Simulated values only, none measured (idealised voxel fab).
You're looking at the process module voxel transistor to metal.
190 nm wide, 5 nm square cells: that's cross-section cut.
For the purposes of this document, a cross-section shall be understood as a grid of square cells, specified as bands listed in top-to-bottom order, each band consisting of one or more rows of cells.
This entry defines a band. It first specifies the height of the band's top and the height of its bottom in nm, and then specifies the band's materials from left to right, stating each material with its width in nm. The word "full width" identifies a single material that fills the band from edge to edge, while the word "blank" identifies empty space.
Below 0: as-received wafer, all one material; heights counted from there. Lowest band: no bottom, goes on down, written "0 -> down".
A width given as "30..40" starts at the first number in the band's top row and ends at the second number in its bottom row, shifting by an equal amount at every step from row to row.
No cell of the cross-section changed in a step that is given as "no change".
For the entry "Closed void listing", the listed items are empty spaces with no open way to the top whose size is 8 cells or more; each item follows the pattern width x height at distance, where distance is from the left edge and all three are in nm.
Note: text after step settings on the step line = simulator remark on that step.
Regarding "overlay nm": on a step with a mask, it is the distance the mask lay to the right of its planned place; a negative value places it to the left.
-- Planned process steps
- 1: RECEIVE,material Si
- 2: OXIDIZE,depth nm 5
- 3: CONFORMAL_DEP,material SiN,thk nm 15
- 4: PATTERN,tone cover,mask id ACTIVE,material resist,width nm 115,thk nm 20,overlay nm 0
- 5: DIRECTIONAL_ETCH,etch materials SiN,depth nm 15
- 6: DIRECTIONAL_ETCH,etch materials SiO2,depth nm 5
- 7: DIRECTIONAL_ETCH,etch materials Si,depth nm 30
- 8: STRIP,etch materials resist
- 9: OXIDIZE,depth nm 5
- 10: FILL_DEP,material SiO2,thk nm 15
- 11: CMP,height nm 15
- 12: SELECTIVE_ETCH,etch materials SiO2,depth nm 15
- 13: STRIP,etch materials SiN
- 14: SELECTIVE_ETCH,etch materials SiO2,depth nm 5
- 15: OXIDIZE,depth nm 5
- 16: DIRECTIONAL_DEP,material polySi,thk nm 20
- 17: DIRECTIONAL_DEP,material SiCN,thk nm 15
- 18: DIRECTIONAL_DEP,material aC,thk nm 15
- 19: PATTERN,tone cover,mask id GATE,material resist,width nm 35,thk nm 35,overlay nm 0
- 20: DIRECTIONAL_ETCH,etch materials aC,depth nm 15
- 21: STRIP,etch materials resist
- 22: DIRECTIONAL_ETCH,etch materials SiCN,depth nm 25
- 23: DIRECTIONAL_ETCH,etch materials polySi,depth nm 30
- 24: STRIP,etch materials aC
- 25: CONFORMAL_DEP,material SiN,thk nm 10
- 26: DIRECTIONAL_ETCH,etch materials SiN,depth nm 10
- 27: DIRECTIONAL_ETCH,etch materials SiO2,depth nm 5
- 28: DIRECTIONAL_ETCH,etch materials Si,depth nm 15
- 29: EPI,material SiGe,thk nm 15
- 30: FILL_DEP,material SiO2,thk nm 5
- 31: CMP,height nm 15
- 32: STRIP,etch materials polySi
- 33: SELECTIVE_ETCH,etch materials SiO2,depth nm 5
- 34: CONFORMAL_DEP,material HfO2,thk nm 5
- 35: CONFORMAL_DEP,material TiN,thk nm 5
- 36: FILL_DEP,material W,thk nm 10
- 37: CMP,height nm 10
- 38: DIRECTIONAL_DEP,material SiO2,thk nm 10
- 39: DIRECTIONAL_DEP,material aC,thk nm 15
- 40: PATTERN,tone open,mask id CONTACT,material resist,width nm 15,pitch nm 80,thk nm 30,overlay nm 0
- 41: DIRECTIONAL_ETCH,etch materials aC,depth nm 15
- 42: STRIP,etch materials resist
- 43: DIRECTIONAL_ETCH,etch materials SiO2,depth nm 30
- 44: STRIP,etch materials aC
- 45: CONFORMAL_DEP,material TiN,thk nm 5
- 46: FILL_DEP,material Ru,thk nm 5
- 47: CMP,height nm 20
- 48: CONFORMAL_DEP,material SiCN,thk nm 5
- 49: DIRECTIONAL_DEP,material SiO2,thk nm 25
- 50: MASKED_ETCH,tone open,mask id METAL_1,width nm 15,pitch nm 80,etch materials SiO2,depth nm 25,overlay nm 0
- 51: MASKED_ETCH,tone open,mask id METAL_1,width nm 15,pitch nm 80,etch materials SiCN,depth nm 5,overlay nm 0
- 52: CONFORMAL_DEP,material TiN,thk nm 5
- 53: FILL_DEP,material Cu,thk nm 10
- 54: CMP,height nm 50
- 55: CONFORMAL_DEP,material SiCN,thk nm 5
-- Delivered wafer in cross-section: state after step 1
  0 -> down: Si full width
  Closed void listing: none
-- Starting structure and process plan are as shown above, but one mistake was made in running the module; the wafer cross-section at the end of the module follows
  55 -> 50: SiCN full width
  50 -> 25: SiO2 45, TiN 5, Cu 5, TiN 5, SiO2 65, TiN 5, Cu 5, TiN 5, SiO2 50
  25 -> 20: SiCN 45, TiN 15, SiCN 65, TiN 15, SiCN 50
  20 -> 10: SiO2 45, TiN 5, Ru 5, TiN 5, SiO2 65, TiN 5, Ru 5, TiN 5, SiO2 50
  10 -> 5: SiO2 45, TiN 15, SiO2 5, SiN 10, TiN 5, HfO2 5, W 15, HfO2 5, TiN 5, SiN 10, SiO2 5, TiN 15, SiO2 50
  5 -> 0: SiO2 45, TiN 5, SiGe 15, SiN 10, TiN 5, HfO2 5, W 15, HfO2 5, TiN 5, SiN 10, SiGe 15, TiN 5, SiO2 50
  0 -> -5: SiO2 45, TiN 5, SiGe 15, SiN 10, TiN 5, HfO2 25, TiN 5, SiN 10, SiGe 15, TiN 5, SiO2 50
  -5 -> -10: SiO2 45, TiN 5, SiGe 15, SiO2 5, TiN 45, SiO2 5, SiGe 15, TiN 5, SiO2 50
  -10 -> -25: SiO2 40, SiGe 25, Si 55, SiGe 25, SiO2 45
  -25 -> -40: SiO2 40, Si 105, SiO2 45
  -40 -> down: Si full width
  Closed void listing: none
what went wrong: order of steps 34 and 35 inverted relative to the plan
